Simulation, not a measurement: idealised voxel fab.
process module | voxel ribs on slabs
cross-section cut | 250 nm wide | cells 5 nm
A cross-section is a grid of square cells, given in bands from the top down. A band is one or more rows of cells.
Each band's line starts with the height of the band's top and of its bottom, in nm. Then come its materials from left to right, each with its width in nm. One material with "throughout" fills the band from edge to edge. "air" is empty space.
Height 0 is the level under which the wafer as received is all one material. The lowest band goes on downwards, as in "0 down".
A width such as "30 to 40" changes by the same amount from each row of cells to the next, from the band's top row to its bottom row.
"no change" after a step means that no cell of the cross-section changed.
closed voids: empty space of 8 cells or more with no open way to the top, each as width x height at its distance from the left edge, in nm
after a step's settings: what the simulator itself notes on the step
overlay nm, on a step with a mask: how far to the right of its planned place the mask lay; to the left if negative
plan
1 op RECEIVE | material Si
2 op DIRECTIONAL_DEP | material SiO2 | thk nm 25
3 op DIRECTIONAL_DEP | material polySi | thk nm 15
4 op DIRECTIONAL_DEP | material aC | thk nm 15
5 op PATTERN | tone cover | mask id RIB | material resist | width nm 20 | thk nm 35 | overlay nm 0
6 op DIRECTIONAL_ETCH | etch materials aC | depth nm 15
7 op STRIP | etch materials resist
8 op DIRECTIONAL_ETCH | etch materials polySi | depth nm 10
9 op STRIP | etch materials aC
10 op PATTERN | tone cover | mask id SLAB | material resist | width nm 50 | thk nm 15 | overlay nm 0
11 op DIRECTIONAL_ETCH | etch materials polySi | depth nm 5
12 op STRIP | etch materials resist
13 op FILL_DEP | material SiO2 | thk nm 30
14 op CMP | height nm 60
15 op DIRECTIONAL_DEP | material W | thk nm 5
16 op PATTERN | tone cover | mask id HEATER | material resist | width nm 30 | thk nm 20 | overlay nm 0
17 op DIRECTIONAL_ETCH | etch materials W | depth nm 5
18 op STRIP | etch materials resist
19 op CONFORMAL_DEP | material SiN | thk nm 5
first wafer, as planned
as received, after step 1
  0 down: Si throughout
  closed voids: none
after step 2
  25 to 0: SiO2 throughout
  below 0: unchanged
after step 3
  40 to 25: polySi throughout
  below 25: unchanged
after step 4
  55 to 40: aC throughout
  below 40: unchanged
after step 5
  90 to 55: air 115 | resist 20 | air 115
  below 55: unchanged
after step 6
  75 to 55: air 115 | resist 20 | air 115
  55 to 40: air 115 | aC 20 | air 115
  below 40: unchanged
after step 7
  55 to 40: air 115 | aC 20 | air 115
  below 40: unchanged
after step 8
  55 to 40: air 115 | aC 20 | air 115
  40 to 30: air 115 | polySi 20 | air 115
  below 30: unchanged
after step 9
  40 to 30: air 115 | polySi 20 | air 115
  below 30: unchanged
after step 10
  55 to 40: air 100 | resist 50 | air 100
  40 to 30: air 100 | resist 15 | polySi 20 | resist 15 | air 100
  below 30: unchanged
after step 11
  55 to 40: air 100 | resist 50 | air 100
  40 to 30: air 100 | resist 15 | polySi 20 | resist 15 | air 100
  30 to 25: air 100 | polySi 50 | air 100
  below 25: unchanged
after step 12
  40 to 30: air 115 | polySi 20 | air 115
  below 30: unchanged
after step 13
  70 to 40: SiO2 throughout
  40 to 30: SiO2 115 | polySi 20 | SiO2 115
  30 to 25: SiO2 100 | polySi 50 | SiO2 100
  below 25: unchanged
after step 14
  60 to 40: SiO2 throughout
  below 40: unchanged
after step 15
  65 to 60: W throughout
  below 60: unchanged
after step 16
  85 to 65: air 110 | resist 30 | air 110
  below 65: unchanged
after step 17
  85 to 65: air 110 | resist 30 | air 110
  65 to 60: air 110 | W 30 | air 110
  below 60: unchanged
after step 18
  65 to 60: air 110 | W 30 | air 110
  below 60: unchanged
after step 19
  70 to 65: air 105 | SiN 40 | air 105
  65 to 60: SiN 110 | W 30 | SiN 110
  below 60: unchanged
second wafer: like start, like plan, one mistake. Through step 9 it matches the first wafer
when step 10 should have ended
  55 to 40: air 105 | resist 40 | air 105
  40 to 30: air 105 | resist 10 | polySi 20 | resist 10 | air 105
  below 30: unchanged
when step 11 should have ended
  55 to 40: air 105 | resist 40 | air 105
  40 to 30: air 105 | resist 10 | polySi 20 | resist 10 | air 105
  30 to 25: air 105 | polySi 40 | air 105
  below 25: unchanged
when step 12 should have ended
  40 to 30: air 115 | polySi 20 | air 115
  below 30: unchanged
when step 13 should have ended
  70 to 40: SiO2 throughout
  40 to 30: SiO2 115 | polySi 20 | SiO2 115
  30 to 25: SiO2 105 | polySi 40 | SiO2 105
  below 25: unchanged
when step 14 should have ended
  60 to 40: SiO2 throughout
  below 40: unchanged
when step 15 should have ended
  65 to 60: W throughout
  below 60: unchanged
when step 16 should have ended
  85 to 65: air 110 | resist 30 | air 110
  below 65: unchanged
when step 17 should have ended
  85 to 65: air 110 | resist 30 | air 110
  65 to 60: air 110 | W 30 | air 110
  below 60: unchanged
when step 18 should have ended
  65 to 60: air 110 | W 30 | air 110
  below 60: unchanged
when step 19 should have ended
  70 to 65: air 105 | SiN 40 | air 105
  65 to 60: SiN 110 | W 30 | SiN 110
  below 60: unchanged
what went wrong: step 10 ran as: op PATTERN | tone cover | mask id SLAB | material resist | width nm 40 | thk nm 15 | overlay nm 0
at the end the second wafer has, in cells: 2 more of SiO2 | 2 fewer of polySi
